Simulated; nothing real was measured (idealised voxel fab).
process module | voxel spacer lines
Each square cell in cross-section cut measures 5 nm, and the section as a whole is 165 nm wide.
Heads up, the way a cross-section reads in here is a grid of square cells, handed over as bands from the top down, with every band being one or more rows of cells.
Quick guide to a band line: top height, bottom height (nm) up front; then every material left to right with its width in nm. Only one material and it's marked "all across"? Then it fills the band edge to edge. And "air" just means empty space.
All heights in this document are referenced to 0, defined as the level beneath which the wafer, as received, consists entirely of one material. The lowest band is not bounded below; it extends indefinitely downward and is written in the form "0 nm and below".
The expression "30 to 40" gives the width at the extremes of the band, the first number at its top row of cells and the second at its bottom row, with the width changing by equal amounts from each row to the next in between.
Key: "remained unchanged" - step with no changed cell in the cross-section.
Empty spaces counting at least 8 cells and having no open way to the top are listed in "Enclosed internal cavities". The notation width x height at distance is used for each, the distance being from the left edge and all three values in nm.
On a step's line, text after the settings is the simulator commenting on that step.
overlay nm: step with mask; distance mask lay right of planned place; negative value = left of planned place.

Listed below are the process steps as planned:
| 1 | RECEIVE: material Si |
| 2 | CONFORMAL_DEP: material Al2O3, thk nm 5 |
| 3 | DIRECTIONAL_DEP: material polySi, thk nm 20 |
| 4 | DIRECTIONAL_DEP: material aC, thk nm 25 |
| 5 | PATTERN: tone cover, mask id MANDREL, material resist, width nm 20, pitch nm 70, thk nm 35, overlay nm 0 |
| 6 | DIRECTIONAL_ETCH: etch materials aC, depth nm 25 |
| 7 | STRIP: etch materials resist |
| 8 | CONFORMAL_DEP: material SiO2, thk nm 15 |
| 9 | DIRECTIONAL_ETCH: etch materials SiO2, depth nm 15 |
| 10 | STRIP: etch materials aC |
| 11 | DIRECTIONAL_ETCH: etch materials polySi, depth nm 20 |
| 12 | STRIP: etch materials SiO2 |

Run as planned: first of two wafers:

As received, after step 1:
	0 nm and below  Si all across
	Enclosed internal cavities: none

Upon completion of step 2, the wafer appears in cross-section as shown:
	5 nm to 0 nm  Al2O3 all across
	Note: structure below 0 unchanged.

Upon completion of step 3, the wafer appears in cross-section as shown:
	25 nm to 5 nm  polySi all across
	Note: structure below 5 unchanged.

Upon completion of step 4, the wafer appears in cross-section as shown:
	50 nm to 25 nm  aC all across
	Note: structure below 25 unchanged.

Upon completion of step 5, the wafer appears in cross-section as shown:
	85 nm to 50 nm  air=35 | resist=20 | air=50 | resist=20 | air=40
	Note: structure below 50 unchanged.

Upon completion of step 6, the wafer appears in cross-section as shown:
	60 nm to 50 nm  air=35 | resist=20 | air=50 | resist=20 | air=40
	50 nm to 25 nm  air=35 | aC=20 | air=50 | aC=20 | air=40
	Note: structure below 25 unchanged.

Upon completion of step 7, the wafer appears in cross-section as shown:
	50 nm to 25 nm  air=35 | aC=20 | air=50 | aC=20 | air=40
	Note: structure below 25 unchanged.

Upon completion of step 8, the wafer appears in cross-section as shown:
	65 nm to 50 nm  air=20 | SiO2=50 | air=20 | SiO2=50 | air=25
	50 nm to 40 nm  air=20 | SiO2=15 | aC=20 | SiO2=15 | air=20 | SiO2=15 | aC=20 | SiO2=15 | air=25
	40 nm to 25 nm  SiO2=35 | aC=20 | SiO2=50 | aC=20 | SiO2=40
	Note: structure below 25 unchanged.

Upon completion of step 9, the wafer appears in cross-section as shown:
	50 nm to 25 nm  air=20 | SiO2=15 | aC=20 | SiO2=15 | air=20 | SiO2=15 | aC=20 | SiO2=15 | air=25
	Note: structure below 25 unchanged.

Upon completion of step 10, the wafer appears in cross-section as shown:
	50 nm to 25 nm  air=20 | SiO2=15 | air=20 | SiO2=15 | air=20 | SiO2=15 | air=20 | SiO2=15 | air=25
	Note: structure below 25 unchanged.

Upon completion of step 11, the wafer appears in cross-section as shown:
	50 nm to 25 nm  air=20 | SiO2=15 | air=20 | SiO2=15 | air=20 | SiO2=15 | air=20 | SiO2=15 | air=25
	25 nm to 5 nm  air=20 | polySi=15 | air=20 | polySi=15 | air=20 | polySi=15 | air=20 | polySi=15 | air=25
	Note: structure below 5 unchanged.

Upon completion of step 12, the wafer appears in cross-section as shown:
	25 nm to 5 nm  air=20 | polySi=15 | air=20 | polySi=15 | air=20 | polySi=15 | air=20 | polySi=15 | air=25
	Note: structure below 5 unchanged.

Companion wafer, the second of two: same beginning, same intended sequence, one mistake in carrying it out; through step 2 inclusive it tracks the first exactly:

Cross-section of the second wafer corresponding to the planned conclusion of step 3:
	45 nm to 5 nm  polySi all across
	Note: structure below 5 unchanged.

Cross-section of the second wafer corresponding to the planned conclusion of step 4:
	70 nm to 45 nm  aC all across
	Note: structure below 45 unchanged.

Cross-section of the second wafer corresponding to the planned conclusion of step 5:
	105 nm to 70 nm  air=35 | resist=20 | air=50 | resist=20 | air=40
	Note: structure below 70 unchanged.

Cross-section of the second wafer corresponding to the planned conclusion of step 6:
	80 nm to 70 nm  air=35 | resist=20 | air=50 | resist=20 | air=40
	70 nm to 45 nm  air=35 | aC=20 | air=50 | aC=20 | air=40
	Note: structure below 45 unchanged.

Cross-section of the second wafer corresponding to the planned conclusion of step 7:
	70 nm to 45 nm  air=35 | aC=20 | air=50 | aC=20 | air=40
	Note: structure below 45 unchanged.

Cross-section of the second wafer corresponding to the planned conclusion of step 8:
	85 nm to 70 nm  air=20 | SiO2=50 | air=20 | SiO2=50 | air=25
	70 nm to 60 nm  air=20 | SiO2=15 | aC=20 | SiO2=15 | air=20 | SiO2=15 | aC=20 | SiO2=15 | air=25
	60 nm to 45 nm  SiO2=35 | aC=20 | SiO2=50 | aC=20 | SiO2=40
	Note: structure below 45 unchanged.

Cross-section of the second wafer corresponding to the planned conclusion of step 9:
	70 nm to 45 nm  air=20 | SiO2=15 | aC=20 | SiO2=15 | air=20 | SiO2=15 | aC=20 | SiO2=15 | air=25
	Note: structure below 45 unchanged.

Cross-section of the second wafer corresponding to the planned conclusion of step 10:
	70 nm to 45 nm  air=20 | SiO2=15 | air=20 | SiO2=15 | air=20 | SiO2=15 | air=20 | SiO2=15 | air=25
	Note: structure below 45 unchanged.

Cross-section of the second wafer corresponding to the planned conclusion of step 11:
	70 nm to 45 nm  air=20 | SiO2=15 | air=20 | SiO2=15 | air=20 | SiO2=15 | air=20 | SiO2=15 | air=25
	45 nm to 25 nm  air=20 | polySi=15 | air=20 | polySi=15 | air=20 | polySi=15 | air=20 | polySi=15 | air=25
	Note: structure below 25 unchanged.

Cross-section of the second wafer corresponding to the planned conclusion of step 12:
	45 nm to 25 nm  air=20 | polySi=15 | air=20 | polySi=15 | air=20 | polySi=15 | air=20 | polySi=15 | air=25
	Note: structure below 25 unchanged.
Diagnosis: plan step 3 was conducted twice
Final cells, second wafer relative to first, materials higher or lower: polySi: 132 more
